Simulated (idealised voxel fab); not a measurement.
process module | voxel ribs on slabs
cross-section cut | 195 nm wide | cells 5 nm
A cross-section is a grid of square cells, given in bands from the top down. A band is one or more rows of cells.
Each band's line starts with the height of the band's top and of its bottom, in nm. Then come its materials from left to right, each with its width in nm. One material with "throughout" fills the band from edge to edge. "air" is empty space.
Height 0 is the level under which the wafer as received is all one material. The lowest band goes on downwards, as in "0 down".
A width such as "30 to 40" changes by the same amount from each row of cells to the next, from the band's top row to its bottom row.
"no change" after a step means that no cell of the cross-section changed.
closed voids: empty space of 8 cells or more with no open way to the top, each as width x height at its distance from the left edge, in nm
after a step's settings: what the simulator itself notes on the step
overlay nm, on a step with a mask: how far to the right of its planned place the mask lay; to the left if negative
plan
1 op RECEIVE | material Si
2 op DIRECTIONAL_DEP | material SiO2 | thk nm 25
3 op DIRECTIONAL_DEP | material SiN | thk nm 20
4 op DIRECTIONAL_DEP | material aC | thk nm 15
5 op PATTERN | tone cover | mask id RIB | material resist | width nm 25 | thk nm 30 | overlay nm 0
6 op DIRECTIONAL_ETCH | etch materials aC | depth nm 15
7 op STRIP | etch materials resist
8 op DIRECTIONAL_ETCH | etch materials SiN | depth nm 5
9 op STRIP | etch materials aC
10 op MASKED_ETCH | tone cover | mask id SLAB | width nm 75 | etch materials SiN | depth nm 15 | overlay nm 0
11 op FILL_DEP | material SiO2 | thk nm 20
12 op CMP | height nm 60
13 op DIRECTIONAL_DEP | material W | thk nm 5
14 op PATTERN | tone cover | mask id HEATER | material resist | width nm 35 | thk nm 20 | overlay nm 0
15 op DIRECTIONAL_ETCH | etch materials W | depth nm 5
16 op STRIP | etch materials resist
17 op CONFORMAL_DEP | material SiO2 | thk nm 10
as received, after step 1
  0 down: Si throughout
  closed voids: none
a wafer at the end: this start, this plan, one mistake
  75 to 70: air 70 | SiO2 55 | air 70
  70 to 65: SiO2 throughout
  65 to 60: SiO2 80 | W 35 | SiO2 80
  60 to 45: SiO2 throughout
  45 to 40: SiO2 85 | SiN 25 | SiO2 85
  40 to 25: SiO2 65 | SiN 70 | SiO2 60
  25 to 0: SiO2 throughout
  0 down: Si throughout
  closed voids: none
what went wrong: step 10 ran as: op MASKED_ETCH | tone cover | mask id SLAB | width nm 70 | etch materials SiN | depth nm 15 | overlay nm 0
